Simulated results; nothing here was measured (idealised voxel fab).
Name of the process module below: voxel self aligned contacts
Cross-section cut: width 185 nm, square cells of 5 nm.
Cross-section format: a grid of square cells, given as bands from top to bottom; each band is one or more rows of cells. In this notation a band is specified by the heights of its top and bottom, in that order and in nm, after which its materials appear from left to right, each paired with its width in nm. The word "throughout" attached to a single material means that material fills the band from edge to edge; the word "blank" stands for empty space. Beneath 0, the wafer as received is one material, and that level is where height counting begins. The lowest band goes on downward without a bottom; it is written like "0..down". Width: "30->40" (first number = top row, second number = bottom row, same change from row to row of cells). Where a step carries "no change", the cross-section came out of it unchanged, cell for cell. The entry titled "Sealed internal voids" provides the empty spaces that have no open way to the top, restricted to those of 8 cells or more. Each is presented as width x height at distance, the distance being measured from the left edge, with all three in nm. It should be noted that, on the line of a given step, the content following the step's settings is a remark produced by the simulator itself with respect to that step. The "overlay nm" setting may appear on a step's line; for a step that uses a mask, it gives how far to the right of its planned position the mask lay, and a negative value indicates the left. Below you will find pairs of cross-sections. In each, one shows the wafer before one process step and the other after it, with the after view ending at the lowest band that changed. Under each pair is the step separating them, along with its settings. Do not assume the pairs form a chain: they can come from different runs of this module on the same starting wafer, and a pair continues from the pair above it only when its "Structure before processing" entry says so.
Structure before processing:
65..60: TiN (75), then blank (30), then TiN (80)
60..50: SiO2 (70), then TiN (5->15), then blank (30->15), then TiN (5->10), then SiO2 (75)
50..35: SiO2 (50), then SiN (30), then TiN (5), then blank (15), then TiN (5), then SiN (30), then SiO2 (50)
35..30: SiO2 (50), then SiN (30), then TiN (5), then blank (10), then TiN (10), then SiN (30), then SiO2 (50)
30..5: SiO2 (45), then SiN (5), then polySi (25), then SiN (5), then TiN (5), then blank (10), then TiN (5), then SiN (5), then polySi (25), then SiN (5), then SiO2 (50)
5..0: SiO2 (80), then TiN (20), then SiO2 (85)
0..down: Si throughout
Sealed internal voids: none
Resulting Cross-Section:
75..65: Ru throughout
65..60: TiN (75), then Ru (30), then TiN (80)
60..50: SiO2 (70), then TiN (5->15), then Ru (30->15), then TiN (5->10), then SiO2 (75)
50..35: SiO2 (50), then SiN (30), then TiN (5), then Ru (15), then TiN (5), then SiN (30), then SiO2 (50)
35..30: SiO2 (50), then SiN (30), then TiN (5), then Ru (10), then TiN (10), then SiN (30), then SiO2 (50)
30..5: SiO2 (45), then SiN (5), then polySi (25), then SiN (5), then TiN (5), then Ru (10), then TiN (5), then SiN (5), then polySi (25), then SiN (5), then SiO2 (50)
Rest of section, below 5: as before.
Sealed internal voids: none
The process step separating the two cross-sections depicted above is as follows: FILL_DEP (material Ru; thk nm 10)
Structure before processing: look at the pair above, its after cross-section is where this step starts.
Resulting Cross-Section:
60..50: SiO2 (70), then TiN (5->15), then Ru (30->15), then TiN (5->10), then SiO2 (75)
Rest of section, below 50: as before.
Sealed internal voids: none
The process step separating the two cross-sections depicted above is as follows: CMP (height nm 60)
Structure before processing: look at the pair above, its after cross-section is where this step starts.
Resulting Cross-Section:
65..60: SiCN throughout
Rest of section, below 60: as before.
Sealed internal voids: none
The process step separating the two cross-sections depicted above is as follows: CONFORMAL_DEP (material SiCN; thk nm 5)
Structure before processing:
50..30: SiN throughout
30..5: polySi throughout
5..0: SiO2 throughout
0..down: Si throughout
Sealed internal voids: none
Resulting Cross-Section:
50..30: blank (55), then SiN (25), then blank (30), then SiN (25), then blank (50)
Rest of section, below 30: as before.
Sealed internal voids: none
The process step separating the two cross-sections depicted above is as follows: MASKED_ETCH (tone cover; mask id GATE; width nm 25; pitch nm 55; etch materials SiN; depth nm 20; overlay nm 5)
Structure before processing: look at the pair above, its after cross-section is where this step starts.
Resulting Cross-Section:
50..30: blank (55), then SiN (25), then blank (30), then SiN (25), then blank (50)
30..5: blank (50), then polySi (30), then blank (25), then polySi (30), then blank (50)
Rest of section, below 5: as before.
Sealed internal voids: none
The process step separating the two cross-sections depicted above is as follows: MASKED_ETCH (tone cover; mask id GATE; width nm 25; pitch nm 55; etch materials polySi; depth nm 25; overlay nm 0)
Structure before processing: look at the pair above, its after cross-section is where this step starts.
Resulting Cross-Section:
55..35: blank (50), then SiN (35), then blank (20), then SiN (35), then blank (45)
35..30: blank (45), then SiN (40), then blank (15), then SiN (40), then blank (45)
30..10: blank (45), then SiN (5), then polySi (30), then SiN (5), then blank (15), then SiN (5), then polySi (30), then SiN (5), then blank (45)
10..5: SiN (50), then polySi (30), then SiN (25), then polySi (30), then SiN (50)
Rest of section, below 5: as before.
Sealed internal voids: none
The process step separating the two cross-sections depicted above is as follows: CONFORMAL_DEP (material SiN; thk nm 5)
Structure before processing: look at the pair above, its after cross-section is where this step starts.
Resulting Cross-Section:
50..30: blank (50), then SiN (35), then blank (20), then SiN (35), then blank (45)
30..5: blank (45), then SiN (5), then polySi (30), then SiN (5), then blank (15), then SiN (5), then polySi (30), then SiN (5), then blank (45)
Rest of section, below 5: as before.
Sealed internal voids: none
The process step separating the two cross-sections depicted above is as follows: DIRECTIONAL_ETCH (etch materials SiN; depth nm 5)
Structure before processing: look at the pair above, its after cross-section is where this step starts.
Resulting Cross-Section:
65..50: SiO2 throughout
50..30: SiO2 (50), then SiN (35), then SiO2 (20), then SiN (35), then SiO2 (45)
30..5: SiO2 (45), then SiN (5), then polySi (30), then SiN (5), then SiO2 (15), then SiN (5), then polySi (30), then SiN (5), then SiO2 (45)
Rest of section, below 5: as before.
Sealed internal voids: none
The process step separating the two cross-sections depicted above is as follows: FILL_DEP (material SiO2; thk nm 15)
Structure before processing: look at the pair above, its after cross-section is where this step starts.
Resulting Cross-Section:
60..50: SiO2 throughout
Rest of section, below 50: as before.
Sealed internal voids: none
The process step separating the two cross-sections depicted above is as follows: CMP (height nm 60)
Structure before processing: look at the pair above, its after cross-section is where this step starts.
Resulting Cross-Section:
75..60: aC throughout
Rest of section, below 60: as before.
Sealed internal voids: none
The process step separating the two cross-sections depicted above is as follows: DIRECTIONAL_DEP (material aC; thk nm 15)
Structure before processing: look at the pair above, its after cross-section is where this step starts.
Resulting Cross-Section:
110..75: resist (70), then blank (40), then resist (75)
Rest of section, below 75: as before.
Sealed internal voids: none
The process step separating the two cross-sections depicted above is as follows: PATTERN (tone open; mask id CONTACT; material resist; width nm 40; thk nm 35; overlay nm 0)
Structure before processing: look at the pair above, its after cross-section is where this step starts.
Resulting Cross-Section:
95..75: resist (70), then blank (40), then resist (75)
75..60: aC (70), then blank (40), then aC (75)
Rest of section, below 60: as before.
Sealed internal voids: none
The process step separating the two cross-sections depicted above is as follows: DIRECTIONAL_ETCH (etch materials aC; depth nm 15)
Structure before processing: look at the pair above, its after cross-section is where this step starts.
Resulting Cross-Section:
75..60: aC (70), then blank (40), then aC (75)
Rest of section, below 60: as before.
Sealed internal voids: none
The process step separating the two cross-sections depicted above is as follows: STRIP (etch materials resist)
Structure before processing: look at the pair above, its after cross-section is where this step starts.
Resulting Cross-Section:
75..60: aC (70), then blank (40), then aC (75)
60..50: SiO2 (70), then blank (40), then SiO2 (75)
50..30: SiO2 (50), then SiN (35), then blank (20), then SiN (35), then SiO2 (45)
30..5: SiO2 (45), then SiN (5), then polySi (30), then SiN (5), then blank (15), then SiN (5), then polySi (30), then SiN (5), then SiO2 (45)
5..0: SiO2 (85), then blank (15), then SiO2 (85)
Rest of section, below 0: as before.
Sealed internal voids: none
The process step separating the two cross-sections depicted above is as follows: DIRECTIONAL_ETCH (etch materials SiO2; depth nm 60)
Structure before processing: look at the pair above, its after cross-section is where this step starts.
Resulting Cross-Section:
60..50: SiO2 (70), then blank (40), then SiO2 (75)
Rest of section, below 50: as before.
Sealed internal voids: none
The process step separating the two cross-sections depicted above is as follows: STRIP (etch materials aC)
Structure before processing: look at the pair above, its after cross-section is where this step starts.
Resulting Cross-Section:
65..60: TiN (75), then blank (30), then TiN (80)
60..50: SiO2 (70), then TiN (5->20), then blank (30->10), then TiN (5->10), then SiO2 (75)
50..35: SiO2 (50), then SiN (35), then TiN (5), then blank (10), then TiN (5), then SiN (35), then SiO2 (45)
35..30: SiO2 (50), then SiN (35), then TiN (5), then blank (5), then TiN (10), then SiN (35), then SiO2 (45)
30..5: SiO2 (45), then SiN (5), then polySi (30), then SiN (5), then TiN (5), then blank (5), then TiN (5), then SiN (5), then polySi (30), then SiN (5), then SiO2 (45)
5..0: SiO2 (85), then TiN (15), then SiO2 (85)
Rest of section, below 0: as before.
Sealed internal voids: none
The process step separating the two cross-sections depicted above is as follows: CONFORMAL_DEP (material TiN; thk nm 5)
Structure before processing: look at the pair above, its after cross-section is where this step starts.
Resulting Cross-Section:
75..65: Ru throughout
65..60: TiN (75), then Ru (30), then TiN (80)
60..50: SiO2 (70), then TiN (5->20), then Ru (30->10), then TiN (5->10), then SiO2 (75)
50..35: SiO2 (50), then SiN (35), then TiN (5), then Ru (10), then TiN (5), then SiN (35), then SiO2 (45)
35..30: SiO2 (50), then SiN (35), then TiN (5), then Ru (5), then TiN (10), then SiN (35), then SiO2 (45)
30..5: SiO2 (45), then SiN (5), then polySi (30), then SiN (5), then TiN (5), then Ru (5), then TiN (5), then SiN (5), then polySi (30), then SiN (5), then SiO2 (45)
Rest of section, below 5: as before.
Sealed internal voids: none
The process step separating the two cross-sections depicted above is as follows: FILL_DEP (material Ru; thk nm 10)
Structure before processing: look at the pair above, its after cross-section is where this step starts.
Resulting Cross-Section:
60..50: SiO2 (70), then TiN (5->20), then Ru (30->10), then TiN (5->10), then SiO2 (75)
Rest of section, below 50: as before.
Sealed internal voids: none
The process step separating the two cross-sections depicted above is as follows: CMP (height nm 60)
Structure before processing: look at the pair above, its after cross-section is where this step starts.
Resulting Cross-Section:
65..60: SiCN throughout
Rest of section, below 60: as before.
Sealed internal voids: none
The process step separating the two cross-sections depicted above is as follows: CONFORMAL_DEP (material SiCN; thk nm 5)
Structure before processing:
50..30: blank (45), then SiN (35), then blank (20), then SiN (35), then blank (50)
30..5: blank (45), then SiN (5), then polySi (25), then SiN (5), then blank (20), then SiN (5), then polySi (25), then SiN (5), then blank (50)
5..0: SiO2 throughout
0..down: Si throughout
Sealed internal voids: none
Resulting Cross-Section:
65..50: aC throughout
50..30: aC (45), then SiN (35), then aC (20), then SiN (35), then aC (50)
30..5: aC (45), then SiN (5), then polySi (25), then SiN (5), then aC (20), then SiN (5), then polySi (25), then SiN (5), then aC (50)
Rest of section, below 5: as before.
Sealed internal voids: none
The process step separating the two cross-sections depicted above is as follows: FILL_DEP (material aC; thk nm 15)
Structure before processing: look at the pair above, its after cross-section is where this step starts.
Resulting Cross-Section:
60..50: aC throughout
Rest of section, below 50: as before.
Sealed internal voids: none
The process step separating the two cross-sections depicted above is as follows: CMP (height nm 60)
Structure before processing: look at the pair above, its after cross-section is where this step starts.
Resulting Cross-Section:
75..50: aC throughout
Rest of section, below 50: as before.
Sealed internal voids: none
The process step separating the two cross-sections depicted above is as follows: DIRECTIONAL_DEP (material aC; thk nm 15)
Structure before processing: look at the pair above, its after cross-section is where this step starts.
Resulting Cross-Section:
110..75: resist (70), then blank (40), then resist (75)
Rest of section, below 75: as before.
Sealed internal voids: none
The process step separating the two cross-sections depicted above is as follows: PATTERN (tone open; mask id CONTACT; material resist; width nm 40; thk nm 35; overlay nm 0)
Structure before processing: look at the pair above, its after cross-section is where this step starts.
Resulting Cross-Section:
95..75: resist (70), then blank (40), then resist (75)
75..60: aC (70), then blank (40), then aC (75)
Rest of section, below 60: as before.
Sealed internal voids: none
The process step separating the two cross-sections depicted above is as follows: DIRECTIONAL_ETCH (etch materials aC; depth nm 15)
Structure before processing: look at the pair above, its after cross-section is where this step starts.
Resulting Cross-Section:
75..60: aC (70), then blank (40), then aC (75)
Rest of section, below 60: as before.
Sealed internal voids: none
The process step separating the two cross-sections depicted above is as follows: STRIP (etch materials resist)
Structure before processing: look at the pair above, its after cross-section is where this step starts.
Resulting Cross-Section:
50..30: blank (45), then SiN (35), then blank (20), then SiN (35), then blank (50)
30..5: blank (45), then SiN (5), then polySi (25), then SiN (5), then blank (20), then SiN (5), then polySi (25), then SiN (5), then blank (50)
Rest of section, below 5: as before.
Sealed internal voids: none
The process step separating the two cross-sections depicted above is as follows: STRIP (etch materials aC)
Structure before processing: look at the pair above, its after cross-section is where this step starts.
Resulting Cross-Section:
55..50: blank (40), then TiN (45), then blank (10), then TiN (45), then blank (45)
50..30: blank (40), then TiN (5), then SiN (35), then TiN (5), then blank (10), then TiN (5), then SiN (35), then TiN (5), then blank (45)
30..10: blank (40), then TiN (5), then SiN (5), then polySi (25), then SiN (5), then TiN (5), then blank (10), then TiN (5), then SiN (5), then polySi (25), then SiN (5), then TiN (5), then blank (45)
10..5: TiN (45), then SiN (5), then polySi (25), then SiN (5), then TiN (20), then SiN (5), then polySi (25), then SiN (5), then TiN (50)
Rest of section, below 5: as before.
Sealed internal voids: none
The process step separating the two cross-sections depicted above is as follows: CONFORMAL_DEP (material TiN; thk nm 5)
Structure before processing: look at the pair above, its after cross-section is where this step starts.
Resulting Cross-Section:
65..55: Ru throughout
55..50: Ru (40), then TiN (45), then Ru (10), then TiN (45), then Ru (45)
50..30: Ru (40), then TiN (5), then SiN (35), then TiN (5), then Ru (10), then TiN (5), then SiN (35), then TiN (5), then Ru (45)
30..10: Ru (40), then TiN (5), then SiN (5), then polySi (25), then SiN (5), then TiN (5), then Ru (10), then TiN (5), then SiN (5), then polySi (25), then SiN (5), then TiN (5), then Ru (45)
Rest of section, below 10: as before.
Sealed internal voids: none
The process step separating the two cross-sections depicted above is as follows: FILL_DEP (material Ru; thk nm 10)
Structure before processing: look at the pair above, its after cross-section is where this step starts.
Resulting Cross-Section:
60..55: Ru throughout
Rest of section, below 55: as before.
Sealed internal voids: none
The process step separating the two cross-sections depicted above is as follows: CMP (height nm 60)
Structure before processing: look at the pair above, its after cross-section is where this step starts.
Resulting Cross-Section:
65..60: SiCN throughout
Rest of section, below 60: as before.
Sealed internal voids: none
The process step separating the two cross-sections depicted above is as follows: CONFORMAL_DEP (material SiCN; thk nm 5)
Structure before processing:
50..30: SiN throughout
30..5: polySi throughout
5..0: SiO2 throughout
0..down: Si throughout
Sealed internal voids: none
Resulting Cross-Section:
50..30: SiN (50), then blank (25), then SiN (30), then blank (25), then SiN (55)
Rest of section, below 30: as before.
Sealed internal voids: none
The process step separating the two cross-sections depicted above is as follows: MASKED_ETCH (tone open; mask id GATE; width nm 25; pitch nm 55; etch materials SiN; depth nm 20; overlay nm 0)
Structure before processing: look at the pair above, its after cross-section is where this step starts.
Resulting Cross-Section:
55..35: SiN (55), then blank (15), then SiN (40), then blank (15), then SiN (60)
35..30: SiN throughout
Rest of section, below 30: as before.
Sealed internal voids: none
The process step separating the two cross-sections depicted above is as follows: CONFORMAL_DEP (material SiN; thk nm 5)
Structure before processing: look at the pair above, its after cross-section is where this step starts.
Resulting Cross-Section:
50..30: SiN (55), then blank (15), then SiN (40), then blank (15), then SiN (60)
Rest of section, below 30: as before.
Sealed internal voids: none
The process step separating the two cross-sections depicted above is as follows: DIRECTIONAL_ETCH (etch materials SiN; depth nm 5)
Structure before processing: look at the pair above, its after cross-section is where this step starts.
Resulting Cross-Section:
65..50: SiO2 throughout
50..30: SiN (55), then SiO2 (15), then SiN (40), then SiO2 (15), then SiN (60)
Rest of section, below 30: as before.
Sealed internal voids: none
The process step separating the two cross-sections depicted above is as follows: FILL_DEP (material SiO2; thk nm 15)
Structure before processing: look at the pair above, its after cross-section is where this step starts.
Resulting Cross-Section:
60..50: SiO2 throughout
Rest of section, below 50: as before.
Sealed internal voids: none
The process step separating the two cross-sections depicted above is as follows: CMP (height nm 60)
Structure before processing: look at the pair above, its after cross-section is where this step starts.
Resulting Cross-Section:
75..60: aC throughout
Rest of section, below 60: as before.
Sealed internal voids: none
The process step separating the two cross-sections depicted above is as follows: DIRECTIONAL_DEP (material aC; thk nm 15)
Structure before processing: look at the pair above, its after cross-section is where this step starts.
Resulting Cross-Section:
110..75: resist (70), then blank (40), then resist (75)
Rest of section, below 75: as before.
Sealed internal voids: none
The process step separating the two cross-sections depicted above is as follows: PATTERN (tone open; mask id CONTACT; material resist; width nm 40; thk nm 35; overlay nm 0)
Structure before processing: look at the pair above, its after cross-section is where this step starts.
Resulting Cross-Section:
95..75: resist (70), then blank (40), then resist (75)
75..60: aC (70), then blank (40), then aC (75)
Rest of section, below 60: as before.
Sealed internal voids: none
The process step separating the two cross-sections depicted above is as follows: DIRECTIONAL_ETCH (etch materials aC; depth nm 15)
Structure before processing: look at the pair above, its after cross-section is where this step starts.
Resulting Cross-Section:
75..60: aC (70), then blank (40), then aC (75)
Rest of section, below 60: as before.
Sealed internal voids: none
The process step separating the two cross-sections depicted above is as follows: STRIP (etch materials resist)
Structure before processing: look at the pair above, its after cross-section is where this step starts.
Resulting Cross-Section:
75..60: aC (70), then blank (40), then aC (75)
60..50: SiO2 (70), then blank (40), then SiO2 (75)
Rest of section, below 50: as before.
Sealed internal voids: none
The process step separating the two cross-sections depicted above is as follows: DIRECTIONAL_ETCH (etch materials SiO2; depth nm 60)
Structure before processing: look at the pair above, its after cross-section is where this step starts.
Resulting Cross-Section:
60..50: SiO2 (70), then blank (40), then SiO2 (75)
Rest of section, below 50: as before.
Sealed internal voids: none
The process step separating the two cross-sections depicted above is as follows: STRIP (etch materials aC)
Structure before processing: look at the pair above, its after cross-section is where this step starts.
Resulting Cross-Section:
65..60: TiN (75), then blank (30), then TiN (80)
60..55: SiO2 (70), then TiN (5), then blank (30), then TiN (5), then SiO2 (75)
55..50: SiO2 (70), then TiN (40), then SiO2 (75)
Rest of section, below 50: as before.
Sealed internal voids: none
The process step separating the two cross-sections depicted above is as follows: CONFORMAL_DEP (material TiN; thk nm 5)
Structure before processing: look at the pair above, its after cross-section is where this step starts.
Resulting Cross-Section:
75..65: Ru throughout
65..60: TiN (75), then Ru (30), then TiN (80)
60..55: SiO2 (70), then TiN (5), then Ru (30), then TiN (5), then SiO2 (75)
Rest of section, below 55: as before.
Sealed internal voids: none
The process step separating the two cross-sections depicted above is as follows: FILL_DEP (material Ru; thk nm 10)
Structure before processing: look at the pair above, its after cross-section is where this step starts.
Resulting Cross-Section:
60..55: SiO2 (70), then TiN (5), then Ru (30), then TiN (5), then SiO2 (75)
Rest of section, below 55: as before.
Sealed internal voids: none
The process step separating the two cross-sections depicted above is as follows: CMP (height nm 60)
Structure before processing: look at the pair above, its after cross-section is where this step starts.
Resulting Cross-Section:
65..60: SiCN throughout
Rest of section, below 60: as before.
Sealed internal voids: none
The process step separating the two cross-sections depicted above is as follows: CONFORMAL_DEP (material SiCN; thk nm 5)
